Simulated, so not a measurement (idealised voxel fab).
Process module, titled voxel ribs on slabs
The cross-section shown here is cut; it is 155 nm wide and divided into square cells measuring 5 nm on a side.
Format of a cross-section: grid, square cells. Given as bands. Order: top down. Band: one or more rows of cells. Each band's line starts with the height of the band's top and of its bottom, in nm. Then come its materials from left to right, each with its width in nm. One material with "throughout" fills the band from edge to edge. "empty" is empty space. Basically, 0 is our baseline, since under it the wafer straight out of the box is all one material. The bottom band has no lower end and keeps on going down, so it looks like "0 down". Width spec "30..40" -> top row of cells at first value, bottom row at second value, equal per-row change in between. Where the words "remains unaltered" appear for a step, the cross-section shows no cell changed by that step; every cell remained as before. "Listed closed voids": empty spaces of 8 cells or more with no open way to the top, each given as width x height at distance, distance from the left edge, all in nm. Post-settings text on a step line: simulator's own remark regarding the step. "overlay nm" answers the question of how far to the right of plan the mask lay on a step that has a mask, and when it is negative the answer is to the left.

Intended process steps:
| 1 | RECEIVE,material Si |
| 2 | DIRECTIONAL_DEP,material SiO2,thk nm 20 |
| 3 | DIRECTIONAL_DEP,material SiN,thk nm 20 |
| 4 | PATTERN,tone cover,mask id RIB,material resist,width nm 15,thk nm 15,overlay nm 0 |
| 5 | DIRECTIONAL_ETCH,etch materials SiN,depth nm 10 |
| 6 | STRIP,etch materials resist |
| 7 | MASKED_ETCH,tone cover,mask id SLAB,width nm 75,etch materials SiN,depth nm 10,overlay nm 0 |
| 8 | FILL_DEP,material SiO2,thk nm 25 |
| 9 | CMP,height nm 60 |
| 10 | DIRECTIONAL_DEP,material TiN,thk nm 5 |
| 11 | PATTERN,tone cover,mask id HEATER,material resist,width nm 25,thk nm 20,overlay nm 0 |
| 12 | DIRECTIONAL_ETCH,etch materials TiN,depth nm 5 |
| 13 | STRIP,etch materials resist |
| 14 | CONFORMAL_DEP,material SiN,thk nm 10 |
The wafers in this document start out alike and differ in the width nm applied at step 4; the plan shows the value used for the first wafer.

Cut through the first of several wafers as received, post step 1:
* 0 down  Si throughout
* Listed closed voids: none

Wafer cross-section (first of several) - module end, post step 14 (last step):
* 75 to 70  55 of empty  45 of SiN  55 of empty
* 70 to 65  SiN throughout
* 65 to 60  65 of SiN  25 of TiN  65 of SiN
* 60 to 40  SiO2 throughout
* 40 to 30  70 of SiO2  15 of SiN  70 of SiO2
* 30 to 20  40 of SiO2  75 of SiN  40 of SiO2
* 20 to 0  SiO2 throughout
* 0 down  Si throughout
* Listed closed voids: none

A cross-section through the last wafer at the close of the module:
* 75 to 70  55 of empty  45 of SiN  55 of empty
* 70 to 65  SiN throughout
* 65 to 60  65 of SiN  25 of TiN  65 of SiN
* 60 to 40  SiO2 throughout
* 40 to 30  65 of SiO2  30 of SiN  60 of SiO2
* 30 to 20  40 of SiO2  75 of SiN  40 of SiO2
* 20 to 0  SiO2 throughout
* 0 down  Si throughout
* Listed closed voids: none

Rows = wafers. At module end, each row lists per material the cells gained (+) or lost (-) since the wafer was received, then the closed voids:
width nm 15 | +102 SiN | +336 SiO2 | +5 TiN | Listed closed voids: none
width nm 20 | +104 SiN | +334 SiO2 | +5 TiN | Listed closed voids: none
width nm 25 | +106 SiN | +332 SiO2 | +5 TiN | Listed closed voids: none
width nm 30 | +108 SiN | +330 SiO2 | +5 TiN | Listed closed voids: none
